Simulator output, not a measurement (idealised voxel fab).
The name of this process module is voxel transistor to metal.
We display cut, a cross-section 270 nm in width whose square cells are each 5 nm.
This document writes a cross-section as a grid whose cells are square, and gives it as bands, listed from the top down; one or more rows of cells form a band.
Basically the band line says how high the top is and how high the bottom is, in nm, and then what's in it from left to right, every material with its width in nm. Empty space shows up as "empty", and if a single material carries "throughout" it runs the full band edge to edge.
A quick word on heights: they are counted from 0, and under that level the wafer as it came to us is one material throughout. The lowest band is different from the rest in having no bottom; it simply continues downward, written as in "0 nm and below".
The two numbers in a width such as "30 to 40" mark its ends across the band: the first belongs to the top row of cells, the second to the bottom row, and from each row to the next the width moves by the same amount.
Given "changes: none" for a step, no cell of the cross-section differs between before and after that step.
This entry, "Completely sealed voids", enumerates those empty regions of no fewer than 8 cells that possess no open connection to the top. Each region is reported in the form width x height at distance, the distance being taken from the left edge, with all three quantities expressed in nm.
If you see something after the settings on a step's line, that's the simulator's own remark about that step.
The line of a step may include "overlay nm". On a step with a mask, this value is how far to the right of its planned place the mask lay. A negative value means the mask lay to the left.

Planned step list for the process:
1: RECEIVE | material Si
2: OXIDIZE | depth nm 5
3: CONFORMAL_DEP | material SiN | thk nm 10
4: MASKED_ETCH | tone cover | mask id ACTIVE | width nm 110 | pitch nm 130 | etch materials SiN | depth nm 10 | overlay nm 0
5: MASKED_ETCH | tone cover | mask id ACTIVE | width nm 110 | pitch nm 130 | etch materials SiO2 | depth nm 5 | overlay nm 0
6: MASKED_ETCH | tone cover | mask id ACTIVE | width nm 110 | pitch nm 130 | etch materials Si | depth nm 20 | overlay nm 0
7: FILL_DEP | material SiO2 | thk nm 5
8: CMP | height nm 10
9: SELECTIVE_ETCH | etch materials SiO2 | depth nm 5
10: STRIP | etch materials SiN
11: SELECTIVE_ETCH | etch materials SiO2 | depth nm 5
12: OXIDIZE | depth nm 5
13: DIRECTIONAL_DEP | material polySi | thk nm 25
14: DIRECTIONAL_DEP | material SiCN | thk nm 5
15: PATTERN | tone cover | mask id GATE | material resist | width nm 20 | pitch nm 130 | thk nm 20 | overlay nm 0
16: DIRECTIONAL_ETCH | etch materials SiCN | depth nm 20
17: DIRECTIONAL_ETCH | etch materials polySi | depth nm 35
18: STRIP | etch materials resist
19: CONFORMAL_DEP | material SiN | thk nm 5
20: DIRECTIONAL_ETCH | etch materials SiN | depth nm 5
21: DIRECTIONAL_ETCH | etch materials SiO2 | depth nm 5
22: EPI | material SiGe | thk nm 5
23: FILL_DEP | material SiO2 | thk nm 10
24: CMP | height nm 30
25: DIRECTIONAL_DEP | material SiO2 | thk nm 10
26: PATTERN | tone open | mask id CONTACT | material resist | width nm 30 | thk nm 20 | overlay nm 0
27: DIRECTIONAL_ETCH | etch materials SiO2 | depth nm 45
28: STRIP | etch materials resist
29: CONFORMAL_DEP | material TiN | thk nm 5
30: FILL_DEP | material Ru | thk nm 10
31: CMP | height nm 40
32: DIRECTIONAL_DEP | material TiN | thk nm 5
33: DIRECTIONAL_DEP | material W | thk nm 15
34: PATTERN | tone cover | mask id METAL_1 | material resist | width nm 20 | thk nm 15 | overlay nm 0
35: DIRECTIONAL_ETCH | etch materials W | depth nm 15
36: DIRECTIONAL_ETCH | etch materials TiN | depth nm 5
37: STRIP | etch materials resist
38: CONFORMAL_DEP | material SiN | thk nm 5
39: FILL_DEP | material SiO2 | thk nm 5
40: CMP | height nm 60
41: CONFORMAL_DEP | material SiN | thk nm 5
The plan shows the thk nm of step 14 as the first wafer had it; this setting differs between the wafers, which start out alike.

Cut through the first of several wafers as received, post step 1:
* 0 nm and below  Si throughout
* Completely sealed voids: none

Quick look at the cross-section of the first of several wafers after step 41, which wraps up the module:
* 65 nm to 60 nm  SiN throughout
* 60 nm to 45 nm  20 SiO2, 5 SiN, 20 W, 5 SiN, 40 SiO2, 5 SiN, 20 W, 5 SiN, 30 SiO2, 5 SiN, 20 W, 5 SiN, 40 SiO2, 5 SiN, 20 W, 5 SiN, 20 SiO2
* 45 nm to 40 nm  25 SiN, 20 TiN, 50 SiN, 20 TiN, 40 SiN, 20 TiN, 50 SiN, 20 TiN, 25 SiN
* 40 nm to 25 nm  25 SiO2, 5 TiN, 20 Ru, 5 TiN, 30 SiO2, 5 TiN, 20 Ru, 5 TiN, 40 SiO2, 5 TiN, 20 Ru, 5 TiN, 30 SiO2, 5 TiN, 20 Ru, 5 TiN, 25 SiO2
* 25 nm to 20 nm  25 SiO2, 5 TiN, 20 Ru, 5 TiN, 5 SiN, 20 SiCN, 5 SiN, 5 TiN, 20 Ru, 5 TiN, 40 SiO2, 5 TiN, 20 Ru, 5 TiN, 5 SiN, 20 SiCN, 5 SiN, 5 TiN, 20 Ru, 5 TiN, 25 SiO2
* 20 nm to 0 nm  25 SiO2, 5 TiN, 20 Ru, 5 TiN, 5 SiN, 20 polySi, 5 SiN, 5 TiN, 20 Ru, 5 TiN, 40 SiO2, 5 TiN, 20 Ru, 5 TiN, 5 SiN, 20 polySi, 5 SiN, 5 TiN, 20 Ru, 5 TiN, 25 SiO2
* 0 nm to -5 nm  10 SiO2, 5 SiN, 10 SiO2, 30 TiN, 5 SiN, 20 polySi, 5 SiN, 30 TiN, 10 SiO2, 5 SiN, 10 SiO2, 5 SiN, 10 SiO2, 30 TiN, 5 SiN, 20 polySi, 5 SiN, 30 TiN, 10 SiO2, 5 SiN, 10 SiO2
* -5 nm to -10 nm  15 SiO2, 40 SiGe, 30 SiO2, 40 SiGe, 20 SiO2, 40 SiGe, 30 SiO2, 40 SiGe, 15 SiO2
* -10 nm to -25 nm  15 SiO2, 110 Si, 20 SiO2, 110 Si, 15 SiO2
* -25 nm and below  Si throughout
* Completely sealed voids: none

Here we cross-sectioned the last of the wafers once the module was done:
* 65 nm to 60 nm  SiN throughout
* 60 nm to 45 nm  20 SiO2, 5 SiN, 20 W, 5 SiN, 40 SiO2, 5 SiN, 20 W, 5 SiN, 30 SiO2, 5 SiN, 20 W, 5 SiN, 40 SiO2, 5 SiN, 20 W, 5 SiN, 20 SiO2
* 45 nm to 40 nm  25 SiN, 20 TiN, 50 SiN, 20 TiN, 40 SiN, 20 TiN, 50 SiN, 20 TiN, 25 SiN
* 40 nm to 30 nm  25 SiO2, 5 TiN, 20 Ru, 5 TiN, 30 SiO2, 5 TiN, 20 Ru, 5 TiN, 40 SiO2, 5 TiN, 20 Ru, 5 TiN, 30 SiO2, 5 TiN, 20 Ru, 5 TiN, 25 SiO2
* 30 nm to 25 nm  10 SiCN, 5 SiN, 10 SiO2, 30 TiN, 5 SiN, 20 SiCN, 5 SiN, 30 TiN, 10 SiO2, 5 SiN, 10 SiCN, 5 SiN, 10 SiO2, 30 TiN, 5 SiN, 20 SiCN, 5 SiN, 30 TiN, 10 SiO2, 5 SiN, 10 SiCN
* 25 nm to 20 nm  10 polySi, 120 SiCN, 10 polySi, 120 SiCN, 10 polySi
* 20 nm to 0 nm  polySi throughout
* 0 nm to -5 nm  10 SiO2, 120 polySi, 10 SiO2, 120 polySi, 10 SiO2
* -5 nm to -10 nm  SiO2 throughout
* -10 nm to -25 nm  15 SiO2, 110 Si, 20 SiO2, 110 Si, 15 SiO2
* -25 nm and below  Si throughout
* Completely sealed voids: none

End of module, by wafer: material-by-material cell gain (+) or loss (-) since receipt, then closed voids:
thk nm 5 | +128 Ru | -138 Si | +8 SiCN | +32 SiGe | +144 SiN | +336 SiO2 | +104 TiN | +48 W | +40 polySi | Completely sealed voids: none
thk nm 10 | +128 Ru | -138 Si | +16 SiCN | +32 SiGe | +148 SiN | +324 SiO2 | +104 TiN | +48 W | +40 polySi | Completely sealed voids: none
thk nm 15 | +128 Ru | -138 Si | +16 SiCN | +32 SiGe | +148 SiN | +324 SiO2 | +104 TiN | +48 W | +40 polySi | Completely sealed voids: none
thk nm 20 | +128 Ru | -138 Si | +16 SiCN | +32 SiGe | +148 SiN | +324 SiO2 | +104 TiN | +48 W | +40 polySi | Completely sealed voids: none
thk nm 25 | +32 Ru | -138 Si | +62 SiCN | +124 SiN | +248 SiO2 | +56 TiN | +48 W | +270 polySi | Completely sealed voids: none
